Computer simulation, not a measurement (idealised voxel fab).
You're looking at the process module voxel capacitor over wiring.
Square cell edge 5 nm, section width 170 nm, ID cut.
Square cells in a grid make up a cross-section in this document, and the grid is given as bands, listed from the top down, each one or more rows of cells.
Top, bottom (nm), then materials left to right with widths (nm); lone material tagged "all across" fills the whole band edge to edge; "blank" = empty space.
Heights from 0 (as-received wafer is one material below). Bottom band endless downward, as "0..down".
Width "30->40": first value at the band's top row of cells, second value at its bottom row, equal change from row to row.
Take "nothing was modified" at face value: in the step it is given for, the cross-section changed in none of its cells.
This entry, "Encapsulated voids", enumerates those empty regions of no fewer than 8 cells that possess no open connection to the top. Each region is reported in the form width x height at distance, the distance being taken from the left edge, with all three quantities expressed in nm.
Whatever follows a step's settings on its line is a remark the simulator itself makes about that step.
If you see "overlay nm" on a step's line and that step has a mask, it's telling you how far right of where it was planned the mask ended up; a negative number means it went left instead.

### So here's the lineup of process steps we planned
- 1: RECEIVE [material Si]
- 2: CONFORMAL_DEP [material SiO2] [thk nm 5]
- 3: DIRECTIONAL_DEP [material TiN] [thk nm 5]
- 4: DIRECTIONAL_DEP [material Ru] [thk nm 15]
- 5: MASKED_ETCH [tone cover] [mask id METAL_1] [width nm 20] [pitch nm 80] [etch materials Ru] [depth nm 15] [overlay nm 0]
- 6: MASKED_ETCH [tone cover] [mask id METAL_1] [width nm 20] [pitch nm 80] [etch materials TiN] [depth nm 5] [overlay nm 0]
- 7: FILL_DEP [material SiO2] [thk nm 5]
- 8: CMP [height nm 30]
- 9: CONFORMAL_DEP [material SiCN] [thk nm 5]
- 10: DIRECTIONAL_DEP [material SiO2] [thk nm 10]
- 11: DIRECTIONAL_DEP [material aC] [thk nm 10]
- 12: PATTERN [tone open] [mask id PLUG_1] [material resist] [width nm 15] [thk nm 25] [overlay nm 0]
- 13: DIRECTIONAL_ETCH [etch materials aC] [depth nm 10]
- 14: STRIP [etch materials resist]
- 15: DIRECTIONAL_ETCH [etch materials SiO2] [depth nm 10]
- 16: DIRECTIONAL_ETCH [etch materials SiCN] [depth nm 5]
- 17: STRIP [etch materials aC]
- 18: CONFORMAL_DEP [material TiN] [thk nm 5]
- 19: FILL_DEP [material Cu] [thk nm 5]
- 20: CMP [height nm 45]
- 21: DIRECTIONAL_DEP [material TiN] [thk nm 10]
- 22: DIRECTIONAL_DEP [material Al2O3] [thk nm 5]
- 23: DIRECTIONAL_DEP [material TiN] [thk nm 10]
- 24: MASKED_ETCH [tone cover] [mask id UPPER_PLATE] [width nm 65] [etch materials TiN] [depth nm 10] [overlay nm 0]
- 25: MASKED_ETCH [tone cover] [mask id UPPER_PLATE] [width nm 65] [etch materials Al2O3] [depth nm 5] [overlay nm 0]
- 26: PATTERN [tone cover] [mask id LOWER_PLATE] [material resist] [width nm 75] [thk nm 20] [overlay nm 0]
- 27: DIRECTIONAL_ETCH [etch materials TiN] [depth nm 10]
- 28: STRIP [etch materials resist]
- 29: FILL_DEP [material SiO2] [thk nm 15]
- 30: CMP [height nm 80]
- 31: PATTERN [tone open] [mask id PLUG_2] [material resist] [width nm 15] [thk nm 20] [overlay nm 0]
- 32: DIRECTIONAL_ETCH [etch materials SiO2] [depth nm 10]
- 33: STRIP [etch materials resist]
- 34: CONFORMAL_DEP [material TiN] [thk nm 5]
- 35: FILL_DEP [material Ru] [thk nm 10]
- 36: CMP [height nm 80]
- 37: CONFORMAL_DEP [material SiN] [thk nm 5]
Variable across wafers: step 2 thk nm (plan value is that of the first wafer; starting state common to all).

### First of several wafers (as received, post step 1), cross-sectional view
	0..down: Si all across
	Encapsulated voids: none

### Below, a row for every wafer. Read it as the end-of-module picture: for each material the wafer shows its cells gained (+) or lost (-) since it was received, and then its closed voids
thk nm 5 | +13 Al2O3 | +2 Cu | +25 Ru | +31 SiCN | +34 SiN | +397 SiO2 | +76 TiN | Encapsulated voids: none
thk nm 10 | +13 Al2O3 | +2 Cu | +25 Ru | +31 SiCN | +34 SiN | +397 SiO2 | +76 TiN | Encapsulated voids: none
thk nm 15 | +13 Al2O3 | +2 Cu | +17 Ru | +31 SiCN | +34 SiN | +405 SiO2 | +76 TiN | Encapsulated voids: none
thk nm 20 | +13 Al2O3 | +2 Cu | +9 Ru | +31 SiCN | +34 SiN | +413 SiO2 | +76 TiN | Encapsulated voids: none
thk nm 25 | +13 Al2O3 | +2 Cu | +1 Ru | +31 SiCN | +34 SiN | +421 SiO2 | +76 TiN | Encapsulated voids: none
